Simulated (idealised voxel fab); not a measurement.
process module | voxel wiring stack
The cross-section shown here is cut; it is 195 nm wide and divided into square cells measuring 5 nm on a side.
Cross-section = grid of square cells, listed top down in bands; band = one or more rows. Top height, bottom height, nm. Materials left to right, width each, nm. Single material + "all across" = fills band edge to edge. "empty" = empty. We count height from 0. Below that, the starting wafer is all one material. The lowest band never ends at the bottom but goes on down; see "0 nm and below" for how that is written. The two numbers in a width such as "30 to 40" mark its ends across the band: the first belongs to the top row of cells, the second to the bottom row, and from each row to the next the width moves by the same amount. Given "no change occurred" for a step, no cell of the cross-section differs between before and after that step. The list in "Completely enclosed voids" covers empty spaces of 8 cells or more that cannot reach the top through any open way, and it gives each as width x height at distance; the distance is from the left edge, and width, height and distance are in nm. Post-settings text on a step line: simulator's own remark regarding the step. Regarding "overlay nm": on a step with a mask, it is the distance the mask lay to the right of its planned place; a negative value places it to the left.

-- Process steps (planned)
| 1 | RECEIVE,material Si |
| 2 | CONFORMAL_DEP,material SiO2,thk nm 15 |
| 3 | CONFORMAL_DEP,material SiN,thk nm 5 |
| 4 | DIRECTIONAL_DEP,material lowk,thk nm 15 |
| 5 | PATTERN,tone open,mask id METAL_1,material resist,width nm 30,pitch nm 45,thk nm 15,overlay nm 0 |
| 6 | DIRECTIONAL_ETCH,etch materials lowk,depth nm 15 |
| 7 | DIRECTIONAL_ETCH,etch materials SiN,depth nm 5 |
| 8 | STRIP,etch materials resist |
| 9 | CONFORMAL_DEP,material TiN,thk nm 5 |
| 10 | FILL_DEP,material Cu,thk nm 10 |
| 11 | CMP,height nm 35 |
| 12 | EPI,material Ru,thk nm 5 |
| 13 | FILL_DEP,material SiCN,thk nm 5 |
| 14 | DIRECTIONAL_DEP,material lowk,thk nm 5 |
| 15 | PATTERN,tone open,mask id PLUG_1,material resist,width nm 15,pitch nm 45,thk nm 15,overlay nm 0 |
| 16 | DIRECTIONAL_ETCH,etch materials lowk,depth nm 15 |
| 17 | DIRECTIONAL_ETCH,etch materials SiCN,depth nm 5 |
| 18 | STRIP,etch materials resist |
| 19 | EPI,material Ru,thk nm 10 |
| 20 | EPI,material Ru,thk nm 10 |
| 21 | DIRECTIONAL_DEP,material TiN,thk nm 5 |
| 22 | DIRECTIONAL_DEP,material Ru,thk nm 20 |
| 23 | MASKED_ETCH,tone cover,mask id METAL_2,width nm 30,pitch nm 45,etch materials Ru,depth nm 20,overlay nm 0 |
| 24 | MASKED_ETCH,tone cover,mask id METAL_2,width nm 30,pitch nm 45,etch materials TiN,depth nm 5,overlay nm 0 |
| 25 | FILL_DEP,material SiO2,thk nm 5 |
| 26 | CMP,height nm 85 |
| 27 | CONFORMAL_DEP,material SiCN,thk nm 5 |
| 28 | DIRECTIONAL_DEP,material SiO2,thk nm 30 |
| 29 | PATTERN,tone open,mask id METAL_3,material resist,width nm 30,pitch nm 45,thk nm 15,overlay nm 0 |
| 30 | DIRECTIONAL_ETCH,etch materials SiO2,depth nm 20 |
| 31 | STRIP,etch materials resist |
| 32 | PATTERN,tone open,mask id METAL_3_HOLES,material resist,width nm 15,pitch nm 90,thk nm 15,overlay nm 0 |
| 33 | DIRECTIONAL_ETCH,etch materials SiO2,depth nm 10 |
| 34 | DIRECTIONAL_ETCH,etch materials SiCN,depth nm 5 |
| 35 | STRIP,etch materials resist |
| 36 | CONFORMAL_DEP,material TiN,thk nm 5 |
| 37 | FILL_DEP,material Cu,thk nm 10 |
| 38 | CMP,height nm 120 |
| 39 | CONFORMAL_DEP,material SiCN,thk nm 5 |
What sets these wafers apart? The thk nm at step 14. They all start alike, and the plan carries the first wafer's value.

-- first wafer as received, after step 1
* 0 nm and below | Si all across
* Completely enclosed voids: none

-- Basically each wafer gets a line in the table, showing it at the end of the module: material by material, the cells it gained (+) or lost (-) since we got it, then its closed voids
thk nm 5; +102 Cu; +208 Ru; +106 SiCN; +15 SiN; +340 SiO2; +132 TiN; +72 lowk; Completely enclosed voids: none
thk nm 10; +102 Cu; +184 Ru; +106 SiCN; +15 SiN; +337 SiO2; +132 TiN; +99 lowk; Completely enclosed voids: none
thk nm 15; +102 Cu; +176 Ru; +106 SiCN; +15 SiN; +318 SiO2; +132 TiN; +126 lowk; Completely enclosed voids: none
thk nm 20; +102 Cu; +116 Ru; +118 SiCN; +15 SiN; +327 SiO2; +132 TiN; +165 lowk; Completely enclosed voids: none
thk nm 25; +102 Cu; +104 Ru; +118 SiCN; +15 SiN; +300 SiO2; +132 TiN; +204 lowk; Completely enclosed voids: none
thk nm 30; +102 Cu; +92 Ru; +118 SiCN; +15 SiN; +273 SiO2; +132 TiN; +243 lowk; Completely enclosed voids: none
